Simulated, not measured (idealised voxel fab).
process module | voxel self aligned contacts
cross-section cut | 165 nm wide | cells 5 nm
A cross-section is a grid of square cells, given in bands from the top down. A band is one or more rows of cells.
Each band's line starts with the height of the band's top and of its bottom, in nm. Then come its materials from left to right, each with its width in nm. One material with "throughout" fills the band from edge to edge. "air" is empty space.
Height 0 is the level under which the wafer as received is all one material. The lowest band goes on downwards, as in "0 down".
A width such as "30 to 40" changes by the same amount from each row of cells to the next, from the band's top row to its bottom row.
"no change" after a step means that no cell of the cross-section changed.
closed voids: empty space of 8 cells or more with no open way to the top, each as width x height at its distance from the left edge, in nm
after a step's settings: what the simulator itself notes on the step
overlay nm, on a step with a mask: how far to the right of its planned place the mask lay; to the left if negative
Each pair below shows a cross-section before one step and the cross-section after it, down to the lowest band that changed. The line under each pair gives the step between them, with its settings. The pairs can come from different runs of this module on the same starting wafer, so a pair continues from the pair above only where its "before" says so.
before
  55 to 50: air 60 | SiO2 45 | air 60
  50 to 35: air 25 | SiN 45 | SiO2 25 | SiN 45 | air 25
  35 to 5: air 25 | SiN 5 | polySi 35 | SiN 5 | SiO2 25 | SiN 5 | polySi 35 | SiN 5 | air 25
  5 to 0: air 25 | SiO2 115 | air 25
  0 down: Si throughout
  closed voids: none
after
  60 to 55: air 55 | TiN 55 | air 55
  55 to 50: air 20 | TiN 40 | SiO2 45 | TiN 40 | air 20
  50 to 35: air 20 | TiN 5 | SiN 45 | SiO2 25 | SiN 45 | TiN 5 | air 20
  35 to 5: air 20 | TiN 5 | SiN 5 | polySi 35 | SiN 5 | SiO2 25 | SiN 5 | polySi 35 | SiN 5 | TiN 5 | air 20
  5 to 0: TiN 25 | SiO2 115 | TiN 25
  below 0: unchanged
  closed voids: none
the step between: op CONFORMAL_DEP | material TiN | thk nm 5
before: the cross-section after the pair above
after
  70 to 60: Ru throughout
  60 to 55: Ru 55 | TiN 55 | Ru 55
  55 to 50: Ru 20 | TiN 40 | SiO2 45 | TiN 40 | Ru 20
  50 to 35: Ru 20 | TiN 5 | SiN 45 | SiO2 25 | SiN 45 | TiN 5 | Ru 20
  35 to 5: Ru 20 | TiN 5 | SiN 5 | polySi 35 | SiN 5 | SiO2 25 | SiN 5 | polySi 35 | SiN 5 | TiN 5 | Ru 20
  below 5: unchanged
  closed voids: none
the step between: op FILL_DEP | material Ru | thk nm 10
before: the cross-section after the pair above
after
  55 to 50: Ru 20 | TiN 40 | SiO2 45 | TiN 40 | Ru 20
  below 50: unchanged
  closed voids: none
the step between: op CMP | height nm 55
before: the cross-section after the pair above
after
  60 to 55: SiCN throughout
  below 55: unchanged
  closed voids: none
the step between: op CONFORMAL_DEP | material SiCN | thk nm 5
